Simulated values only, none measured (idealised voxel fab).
process module | voxel ribs on slabs
cross-section cut | 285 nm wide | cells 5 nm
A cross-section is a grid of square cells, given in bands from the top down. A band is one or more rows of cells.
Each band's line starts with the height of the band's top and of its bottom, in nm. Then come its materials from left to right, each with its width in nm. One material with "throughout" fills the band from edge to edge. "air" is empty space.
Height 0 is the level under which the wafer as received is all one material. The lowest band goes on downwards, as in "0 down".
A width such as "30 to 40" changes by the same amount from each row of cells to the next, from the band's top row to its bottom row.
"no change" after a step means that no cell of the cross-section changed.
closed voids: empty space of 8 cells or more with no open way to the top, each as width x height at its distance from the left edge, in nm
after a step's settings: what the simulator itself notes on the step
overlay nm, on a step with a mask: how far to the right of its planned place the mask lay; to the left if negative
plan
1 op RECEIVE | material Si
2 op DIRECTIONAL_DEP | material SiO2 | thk nm 30
3 op DIRECTIONAL_DEP | material SiN | thk nm 15
4 op PATTERN | tone cover | mask id RIB | material resist | width nm 25 | thk nm 20 | overlay nm 0
5 op DIRECTIONAL_ETCH | etch materials SiN | depth nm 5
6 op STRIP | etch materials resist
7 op MASKED_ETCH | tone cover | mask id SLAB | width nm 55 | etch materials SiN | depth nm 10 | overlay nm 0
8 op FILL_DEP | material SiO2 | thk nm 20
9 op CMP | height nm 55
10 op DIRECTIONAL_DEP | material W | thk nm 10
11 op MASKED_ETCH | tone cover | mask id HEATER | width nm 35 | etch materials W | depth nm 10 | overlay nm -15
12 op CONFORMAL_DEP | material SiO2 | thk nm 5
varied across the wafers: overlay nm of step 11. The plan shows the first wafer's value. All wafers start alike
first wafer as received, after step 1
  0 down: Si throughout
  closed voids: none
each wafer at the end: cells of each material gained (+) or lost (-) since it was received, then its closed voids
overlay nm -15 | +27 SiN | +661 SiO2 | +14 W | closed voids: none
overlay nm -10 | +27 SiN | +661 SiO2 | +14 W | closed voids: none
overlay nm -5 | +27 SiN | +661 SiO2 | +14 W | closed voids: none
overlay nm 0 | +27 SiN | +661 SiO2 | +14 W | closed voids: none
overlay nm 5 | +27 SiN | +661 SiO2 | +14 W | closed voids: none
overlay nm 10 | +27 SiN | +661 SiO2 | +14 W | closed voids: none
overlay nm 15 | +27 SiN | +661 SiO2 | +14 W | closed voids: none
